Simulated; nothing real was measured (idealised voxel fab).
Presented below is a process module, voxel released beams.
Section cut is 295 nm wide and gridded with 5 nm square cells.
A cross-section is written here as square cells arranged in a grid, and it is given in bands from the top down, each band taking up one or more rows of cells. Look at the band entry: it leads with the top's height and the bottom's height in nm. Then it lists the materials left to right, with a width in nm for each. The word "throughout" on a single material says that material fills the band edge to edge. The word "blank" is empty space. A quick word on heights: they are counted from 0, and under that level the wafer as it came to us is one material throughout. The lowest band is different from the rest in having no bottom; it simply continues downward, written as in "0 down". You'd read "30->40" like this: the band's top row of cells is as wide as the first number, its bottom row is as wide as the second, and going down, every row changes width by the same amount as the row before did. Given "remained unchanged" for a step, no cell of the cross-section differs between before and after that step. Listed in "Closed voids list": every empty space of 8 or more cells without an open way to the top. Form: width x height at distance, the distance being from the left edge, all in nm. On each step's line, the part that comes after the settings is the simulator's own comment on the step. The "overlay nm" setting may appear on a step's line; for a step that uses a mask, it gives how far to the right of its planned position the mask lay, and a negative value indicates the left.

The following list gives the planned process steps
1) RECEIVE [material Si]
2) CONFORMAL_DEP [material Al2O3] [thk nm 5]
3) DIRECTIONAL_DEP [material SiO2] [thk nm 10]
4) MASKED_ETCH [tone open] [mask id ANCHOR] [width nm 35] [etch materials SiO2] [depth nm 10] [overlay nm 0]
5) CONFORMAL_DEP [material W] [thk nm 10]
6) MASKED_ETCH [tone cover] [mask id BEAM] [width nm 105] [etch materials W] [depth nm 5] [overlay nm 0]
7) STRIP [etch materials SiO2]
Wafer-to-wafer difference: depth nm, step 6. Common start. Plan = first wafer's value.

The first of several wafers, as received after step 1, seen in section
0 down: Si throughout
Closed voids list: none

Cross-section of the first of several wafers once the module has run through its last step, step 7
25 to 20: 90 nm blank  15 nm W  15 nm blank  75 nm W  100 nm blank
20 to 15: 105 nm W  15 nm blank  175 nm W
15 to 5: 95 nm SiO2  35 nm W  165 nm SiO2
5 to 0: Al2O3 throughout
0 down: Si throughout
Closed voids list: none

Last-wafer cross-section at the end of the module
25 to 15: 90 nm blank  15 nm W  15 nm blank  75 nm W  100 nm blank
15 to 5: 95 nm blank  35 nm W  165 nm blank
5 to 0: Al2O3 throughout
0 down: Si throughout
Closed voids list: none

Quick key for the table: a row per wafer, taken at the end of the module. For each material it tells you how many cells the wafer gained (+) or lost (-) since it came in, and the closed voids come after
depth nm 5; +59 Al2O3; +104 SiO2; +88 W; Closed voids list: none
depth nm 10; +59 Al2O3; +50 W; Closed voids list: none
depth nm 15; +59 Al2O3; +50 W; Closed voids list: none
depth nm 20; +59 Al2O3; +50 W; Closed voids list: none
depth nm 25; +59 Al2O3; +50 W; Closed voids list: none
